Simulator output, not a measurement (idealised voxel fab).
Process module name: voxel wiring stack
FYI the section here is cut, 265 nm wide, cells are 5 nm squares.
In what follows, cross-sections appear as grids of square cells, described through bands that run from the top down, where every band is one or more rows of cells.
Read a band's entry like this: the first values are the height of its top and the height of its bottom in nm, and what follows is the sequence of materials from left to right, each with its width in nm. Note that "blank" is empty space, and that a single material marked "everywhere" reaches across the band from edge to edge.
The level at which height equals 0 is the one under which the wafer, as it arrives, is entirely one material. No lower edge exists for the bottom band, which continues downward and is notated as in "0 -> down".
Read "30 to 40" as a graded width: first number on top, second number at the bottom, same change between each pair of neighbouring rows.
For the purposes of this document, the phrase "no alteration" attached to a step denotes that no cell within the cross-section was modified by that step.
Closed voids list: empty space of 8 cells or more with no open way to the top, each as width x height at its distance from the left edge, in nm
Read whatever lies past the settings on a step's line as the simulator's own remark about the step.
The line of a step may include "overlay nm". On a step with a mask, this value is how far to the right of its planned place the mask lay. A negative value means the mask lay to the left.

[Planned process steps]
1 RECEIVE (material Si)
2 CONFORMAL_DEP (material SiO2; thk nm 15)
3 CONFORMAL_DEP (material SiN; thk nm 5)
4 DIRECTIONAL_DEP (material lowk; thk nm 15)
5 PATTERN (tone open; mask id METAL_1; material resist; width nm 25; pitch nm 45; thk nm 15; overlay nm 0)
6 DIRECTIONAL_ETCH (etch materials lowk; depth nm 15)
7 DIRECTIONAL_ETCH (etch materials SiN; depth nm 5)
8 STRIP (etch materials resist)
9 CONFORMAL_DEP (material TiN; thk nm 5)
10 FILL_DEP (material Cu; thk nm 5)
11 CMP (height nm 35)
12 EPI (material Ru; thk nm 5)
13 FILL_DEP (material SiCN; thk nm 5)
14 DIRECTIONAL_DEP (material SiO2; thk nm 10)
15 MASKED_ETCH (tone open; mask id PLUG_1; width nm 15; pitch nm 90; etch materials SiO2; depth nm 10; overlay nm 0)
16 MASKED_ETCH (tone open; mask id PLUG_1; width nm 15; pitch nm 90; etch materials SiCN; depth nm 5; overlay nm 0)
17 EPI (material Ru; thk nm 10)
18 EPI (material Ru; thk nm 5)
19 CONFORMAL_DEP (material SiN; thk nm 5)
20 DIRECTIONAL_DEP (material SiO2; thk nm 20)
21 MASKED_ETCH (tone open; mask id METAL_2; width nm 25; pitch nm 45; etch materials SiO2; depth nm 20; overlay nm 0)
22 MASKED_ETCH (tone open; mask id METAL_2; width nm 25; pitch nm 45; etch materials SiN; depth nm 5; overlay nm 0)
23 CONFORMAL_DEP (material TiN; thk nm 5)
24 FILL_DEP (material Cu; thk nm 10)
25 CMP (height nm 80)
26 CONFORMAL_DEP (material SiCN; thk nm 5)
27 DIRECTIONAL_DEP (material SiO2; thk nm 25)
28 DIRECTIONAL_DEP (material aC; thk nm 10)
29 PATTERN (tone open; mask id METAL_3; material resist; width nm 25; pitch nm 45; thk nm 30; overlay nm 0)
30 DIRECTIONAL_ETCH (etch materials aC; depth nm 10)
31 STRIP (etch materials resist)
32 DIRECTIONAL_ETCH (etch materials SiO2; depth nm 15)
33 STRIP (etch materials aC)
34 DIRECTIONAL_DEP (material aC; thk nm 10)
35 PATTERN (tone open; mask id METAL_3_HOLES; material resist; width nm 15; pitch nm 45; thk nm 30; overlay nm 0)
36 DIRECTIONAL_ETCH (etch materials aC; depth nm 10)
37 STRIP (etch materials resist)
38 DIRECTIONAL_ETCH (etch materials SiO2; depth nm 10)
39 DIRECTIONAL_ETCH (etch materials SiCN; depth nm 5)
40 STRIP (etch materials aC)
41 CONFORMAL_DEP (material TiN; thk nm 5)
42 FILL_DEP (material Cu; thk nm 10)
43 CMP (height nm 110)
44 CONFORMAL_DEP (material SiCN; thk nm 5)
45 DIRECTIONAL_DEP (material SiO2; thk nm 30)
46 DIRECTIONAL_DEP (material aC; thk nm 10)
47 PATTERN (tone open; mask id METAL_4_HOLES; material resist; width nm 15; pitch nm 90; thk nm 25; overlay nm 0)
48 DIRECTIONAL_ETCH (etch materials aC; depth nm 10)
49 STRIP (etch materials resist)
50 DIRECTIONAL_ETCH (etch materials SiO2; depth nm 30)
51 STRIP (etch materials aC)
52 MASKED_ETCH (tone open; mask id METAL_4; width nm 25; pitch nm 45; etch materials SiO2; depth nm 20; overlay nm 0)
53 MASKED_ETCH (tone open; mask id METAL_4; width nm 25; pitch nm 45; etch materials SiCN; depth nm 5; overlay nm 0)
54 CONFORMAL_DEP (material TiN; thk nm 5)
55 FILL_DEP (material Ru; thk nm 10)
56 CMP (height nm 145)
57 CONFORMAL_DEP (material SiCN; thk nm 5)

[Wafer at receipt (post step 1), cross-section]
> 0 -> down = Si everywhere
> Closed voids list: none

[Looking at the first of two wafers in cross-section at end of module - ran to plan]
> 150 -> 145 = SiCN everywhere
> 145 -> 130 = 50 nm SiO2, then 5 nm TiN, then 15 nm Ru, then 5 nm TiN, then 20 nm SiO2, then 5 nm TiN, then 15 nm Ru, then 5 nm TiN, then 20 nm SiO2, then 5 nm TiN, then 15 nm Ru, then 5 nm TiN, then 20 nm SiO2, then 5 nm TiN, then 15 nm Ru, then 5 nm TiN, then 55 nm SiO2
> 130 -> 125 = 50 nm SiO2, then 5 nm TiN, then 5 nm Ru, then 15 nm TiN, then 20 nm SiO2, then 25 nm TiN, then 20 nm SiO2, then 5 nm TiN, then 5 nm Ru, then 15 nm TiN, then 20 nm SiO2, then 25 nm TiN, then 55 nm SiO2
> 125 -> 115 = 50 nm SiO2, then 5 nm TiN, then 5 nm Ru, then 5 nm TiN, then 75 nm SiO2, then 5 nm TiN, then 5 nm Ru, then 5 nm TiN, then 110 nm SiO2
> 115 -> 110 = 50 nm SiCN, then 15 nm TiN, then 75 nm SiCN, then 15 nm TiN, then 110 nm SiCN
> 110 -> 100 = 50 nm SiO2, then 5 nm TiN, then 15 nm Cu, then 5 nm TiN, then 20 nm SiO2, then 5 nm TiN, then 15 nm Cu, then 5 nm TiN, then 20 nm SiO2, then 5 nm TiN, then 15 nm Cu, then 5 nm TiN, then 20 nm SiO2, then 5 nm TiN, then 15 nm Cu, then 5 nm TiN, then 55 nm SiO2
> 100 -> 95 = 50 nm SiO2, then 5 nm TiN, then 5 nm Cu, then 15 nm TiN, then 20 nm SiO2, then 5 nm TiN, then 5 nm Cu, then 15 nm TiN, then 20 nm SiO2, then 5 nm TiN, then 5 nm Cu, then 15 nm TiN, then 20 nm SiO2, then 5 nm TiN, then 5 nm Cu, then 15 nm TiN, then 55 nm SiO2
> 95 -> 85 = 50 nm SiO2, then 5 nm TiN, then 5 nm Cu, then 5 nm TiN, then 30 nm SiO2, then 5 nm TiN, then 5 nm Cu, then 5 nm TiN, then 30 nm SiO2, then 5 nm TiN, then 5 nm Cu, then 5 nm TiN, then 30 nm SiO2, then 5 nm TiN, then 5 nm Cu, then 5 nm TiN, then 65 nm SiO2
> 85 -> 80 = 50 nm SiCN, then 15 nm TiN, then 30 nm SiCN, then 15 nm TiN, then 30 nm SiCN, then 15 nm TiN, then 30 nm SiCN, then 15 nm TiN, then 65 nm SiCN
> 80 -> 60 = 50 nm SiO2, then 5 nm TiN, then 15 nm Cu, then 5 nm TiN, then 20 nm SiO2, then 5 nm TiN, then 15 nm Cu, then 5 nm TiN, then 20 nm SiO2, then 5 nm TiN, then 15 nm Cu, then 5 nm TiN, then 20 nm SiO2, then 5 nm TiN, then 15 nm Cu, then 5 nm TiN, then 55 nm SiO2
> 60 -> 55 = 50 nm SiN, then 25 nm TiN, then 20 nm SiN, then 25 nm TiN, then 20 nm SiN, then 25 nm TiN, then 20 nm SiN, then 25 nm TiN, then 55 nm SiN
> 55 -> 45 = 50 nm SiO2, then 15 nm Ru, then 75 nm SiO2, then 15 nm Ru, then 110 nm SiO2
> 45 -> 40 = 50 nm SiCN, then 15 nm Ru, then 75 nm SiCN, then 15 nm Ru, then 110 nm SiCN
> 40 -> 35 = 45 nm SiCN, then 35 nm Ru, then 10 nm SiCN, then 35 nm Ru, then 10 nm SiCN, then 35 nm Ru, then 10 nm SiCN, then 35 nm Ru, then 50 nm SiCN
> 35 -> 20 = 50 nm lowk, then 5 nm TiN, then 15 nm Cu, then 5 nm TiN, then 20 nm lowk, then 5 nm TiN, then 15 nm Cu, then 5 nm TiN, then 20 nm lowk, then 5 nm TiN, then 15 nm Cu, then 5 nm TiN, then 20 nm lowk, then 5 nm TiN, then 15 nm Cu, then 5 nm TiN, then 55 nm lowk
> 20 -> 15 = 50 nm SiN, then 25 nm TiN, then 20 nm SiN, then 25 nm TiN, then 20 nm SiN, then 25 nm TiN, then 20 nm SiN, then 25 nm TiN, then 55 nm SiN
> 15 -> 0 = SiO2 everywhere
> 0 -> down = Si everywhere
> Closed voids list: none

[Cross-sectional image of the second wafer of the two following completion of the module. Starting state and process plan were the same as for the first wafer; one execution error occurred]
> 150 -> 145 = SiCN everywhere
> 145 -> 130 = 50 nm SiO2, then 5 nm TiN, then 15 nm Ru, then 5 nm TiN, then 20 nm SiO2, then 5 nm TiN, then 15 nm Ru, then 5 nm TiN, then 20 nm SiO2, then 5 nm TiN, then 15 nm Ru, then 5 nm TiN, then 20 nm SiO2, then 5 nm TiN, then 15 nm Ru, then 5 nm TiN, then 55 nm SiO2
> 130 -> 125 = 50 nm SiO2, then 5 nm TiN, then 5 nm Ru, then 15 nm TiN, then 20 nm SiO2, then 25 nm TiN, then 20 nm SiO2, then 5 nm TiN, then 5 nm Ru, then 15 nm TiN, then 20 nm SiO2, then 25 nm TiN, then 55 nm SiO2
> 125 -> 115 = 50 nm SiO2, then 5 nm TiN, then 5 nm Ru, then 5 nm TiN, then 75 nm SiO2, then 5 nm TiN, then 5 nm Ru, then 5 nm TiN, then 110 nm SiO2
> 115 -> 110 = 50 nm SiCN, then 15 nm TiN, then 75 nm SiCN, then 15 nm TiN, then 110 nm SiCN
> 110 -> 100 = 50 nm SiO2, then 5 nm TiN, then 15 nm Cu, then 5 nm TiN, then 20 nm SiO2, then 5 nm TiN, then 15 nm Cu, then 5 nm TiN, then 20 nm SiO2, then 5 nm TiN, then 15 nm Cu, then 5 nm TiN, then 20 nm SiO2, then 5 nm TiN, then 15 nm Cu, then 5 nm TiN, then 55 nm SiO2
> 100 -> 95 = 50 nm SiO2, then 5 nm TiN, then 5 nm Cu, then 15 nm TiN, then 20 nm SiO2, then 5 nm TiN, then 5 nm Cu, then 15 nm TiN, then 20 nm SiO2, then 5 nm TiN, then 5 nm Cu, then 15 nm TiN, then 20 nm SiO2, then 5 nm TiN, then 5 nm Cu, then 15 nm TiN, then 55 nm SiO2
> 95 -> 85 = 50 nm SiO2, then 5 nm TiN, then 5 nm Cu, then 5 nm TiN, then 30 nm SiO2, then 5 nm TiN, then 5 nm Cu, then 5 nm TiN, then 30 nm SiO2, then 5 nm TiN, then 5 nm Cu, then 5 nm TiN, then 30 nm SiO2, then 5 nm TiN, then 5 nm Cu, then 5 nm TiN, then 65 nm SiO2
> 85 -> 80 = 50 nm SiCN, then 15 nm TiN, then 30 nm SiCN, then 15 nm TiN, then 30 nm SiCN, then 15 nm TiN, then 30 nm SiCN, then 15 nm TiN, then 65 nm SiCN
> 80 -> 70 = 50 nm SiO2, then 5 nm TiN, then 15 nm Cu, then 5 nm TiN, then 20 nm SiO2, then 5 nm TiN, then 15 nm Cu, then 5 nm TiN, then 20 nm SiO2, then 5 nm TiN, then 15 nm Cu, then 5 nm TiN, then 20 nm SiO2, then 5 nm TiN, then 15 nm Cu, then 5 nm TiN, then 55 nm SiO2
> 70 -> 65 = 35 nm SiO2, then 15 nm SiN, then 25 nm TiN, then 5 nm SiN, then 15 nm SiO2, then 5 nm TiN, then 15 nm Cu, then 5 nm TiN, then 5 nm SiO2, then 15 nm SiN, then 25 nm TiN, then 5 nm SiN, then 15 nm SiO2, then 5 nm TiN, then 15 nm Cu, then 5 nm TiN, then 55 nm SiO2
> 65 -> 60 = 35 nm SiO2, then 5 nm SiN, then 35 nm Ru, then 5 nm SiN, then 15 nm SiO2, then 5 nm TiN, then 15 nm Cu, then 5 nm TiN, then 5 nm SiO2, then 5 nm SiN, then 35 nm Ru, then 5 nm SiN, then 15 nm SiO2, then 5 nm TiN, then 15 nm Cu, then 5 nm TiN, then 55 nm SiO2
> 60 -> 55 = 40 nm SiN, then 35 nm Ru, then 20 nm SiN, then 25 nm TiN, then 10 nm SiN, then 35 nm Ru, then 20 nm SiN, then 25 nm TiN, then 55 nm SiN
> 55 -> 45 = 50 nm SiO2, then 15 nm Ru, then 75 nm SiO2, then 15 nm Ru, then 110 nm SiO2
> 45 -> 40 = 50 nm SiCN, then 15 nm Ru, then 75 nm SiCN, then 15 nm Ru, then 110 nm SiCN
> 40 -> 35 = 45 nm SiCN, then 35 nm Ru, then 10 nm SiCN, then 35 nm Ru, then 10 nm SiCN, then 35 nm Ru, then 10 nm SiCN, then 35 nm Ru, then 50 nm SiCN
> 35 -> 20 = 50 nm lowk, then 5 nm TiN, then 15 nm Cu, then 5 nm TiN, then 20 nm lowk, then 5 nm TiN, then 15 nm Cu, then 5 nm TiN, then 20 nm lowk, then 5 nm TiN, then 15 nm Cu, then 5 nm TiN, then 20 nm lowk, then 5 nm TiN, then 15 nm Cu, then 5 nm TiN, then 55 nm lowk
> 20 -> 15 = 50 nm SiN, then 25 nm TiN, then 20 nm SiN, then 25 nm TiN, then 20 nm SiN, then 25 nm TiN, then 20 nm SiN, then 25 nm TiN, then 55 nm SiN
> 15 -> 0 = SiO2 everywhere
> 0 -> down = Si everywhere
> Closed voids list: none
Error vs. plan: the plan's step 17 ran twice
Wrapping up, a cell-based count of both wafers puts the second over or under the first for these materials: -12 Cu | +28 Ru | +8 SiN | -16 SiO2 | -8 TiN
